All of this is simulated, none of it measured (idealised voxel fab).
process module | voxel self aligned vias
This is section cut - it's 225 nm across, gridded in 5 nm square cells.
Cross-section layout: square cells on a grid; listed as bands, top to bottom; a band spans one or more cell rows.
Heights first: top, then bottom, in nm. Then materials, left to right, each with a width in nm. "throughout" on a single material: fills the band edge to edge. "blank": empty space.
Convention: height 0 is the level below which the wafer, as received, is all one material. The lowest band does not terminate at the bottom but continues downward, represented as "z 0 and below".
The notation "30 to 40" denotes a width that varies across the rows of cells in the band, beginning at the first number in the top row, finishing at the second number in the bottom row, and changing by an identical amount from each row to the next.
Any step labelled "identical to before" changed none of the cells in the cross-section.
"Sealed internal voids" contains a list of empty spaces, each no smaller than 8 cells and without an open way to the top, written in the form width x height at distance with the distance from the left edge and all three in nm.
Note: text after step settings on the step line = simulator remark on that step.
"overlay nm" denotes, for a step that has a mask, the displacement of the mask to the right of its planned place, with negative values corresponding to the left.
The process steps that were planned are listed below:
1: RECEIVE: material Si
2: CONFORMAL_DEP: material SiO2, thk nm 10
3: CONFORMAL_DEP: material SiCN, thk nm 5
4: DIRECTIONAL_DEP: material lowk, thk nm 20
5: DIRECTIONAL_DEP: material aC, thk nm 10
6: PATTERN: tone open, mask id LINES, material resist, width nm 20, pitch nm 55, thk nm 25, overlay nm 0
7: DIRECTIONAL_ETCH: etch materials aC, depth nm 10
8: STRIP: etch materials resist
9: DIRECTIONAL_ETCH: etch materials lowk, depth nm 20
10: STRIP: etch materials aC
11: CONFORMAL_DEP: material TiN, thk nm 5
12: FILL_DEP: material Ru, thk nm 10
13: CMP: height nm 35
14: SELECTIVE_ETCH: etch materials W Ru TiN, depth nm 5
15: FILL_DEP: material SiN, thk nm 10
16: CMP: height nm 35
17: DIRECTIONAL_DEP: material lowk, thk nm 15
18: DIRECTIONAL_DEP: material aC, thk nm 10
19: PATTERN: tone open, mask id VIAS, material resist, width nm 40, pitch nm 110, thk nm 25, overlay nm 0
20: DIRECTIONAL_ETCH: etch materials aC, depth nm 10
21: STRIP: etch materials resist
22: DIRECTIONAL_ETCH: etch materials lowk, depth nm 15
23: DIRECTIONAL_ETCH: etch materials SiN, depth nm 5
24: STRIP: etch materials aC
25: CONFORMAL_DEP: material TiN, thk nm 5
26: FILL_DEP: material Ru, thk nm 10
27: CMP: height nm 50
28: CONFORMAL_DEP: material SiCN, thk nm 5
As-received wafer cross-section (after step 1):
* z 0 and below: Si throughout
* Sealed internal voids: none
Final wafer profile in cross-section after the module, from the same start and plan as above, with one mistake made during processing:
* z 55 to 50: SiCN throughout
* z 50 to 40: lowk: 35  TiN: 5  Ru: 30  TiN: 5  lowk: 70  TiN: 5  Ru: 30  TiN: 5  lowk: 40
* z 40 to 35: lowk: 35  TiN: 15  Ru: 10  TiN: 15  lowk: 70  TiN: 15  Ru: 10  TiN: 15  lowk: 40
* z 35 to 30: lowk: 45  TiN: 20  lowk: 35  SiN: 20  lowk: 35  TiN: 20  lowk: 50
* z 30 to 20: lowk: 45  TiN: 5  Ru: 10  TiN: 5  lowk: 35  TiN: 5  Ru: 10  TiN: 5  lowk: 35  TiN: 5  Ru: 10  TiN: 5  lowk: 50
* z 20 to 15: lowk: 45  TiN: 20  lowk: 35  TiN: 20  lowk: 35  TiN: 20  lowk: 50
* z 15 to 5: SiO2 throughout
* z 5 to 0: SiCN throughout
* z 0 and below: Si throughout
* Sealed internal voids: none
Finding, execution versus plan: order of steps 2 and 3 inverted relative to the plan
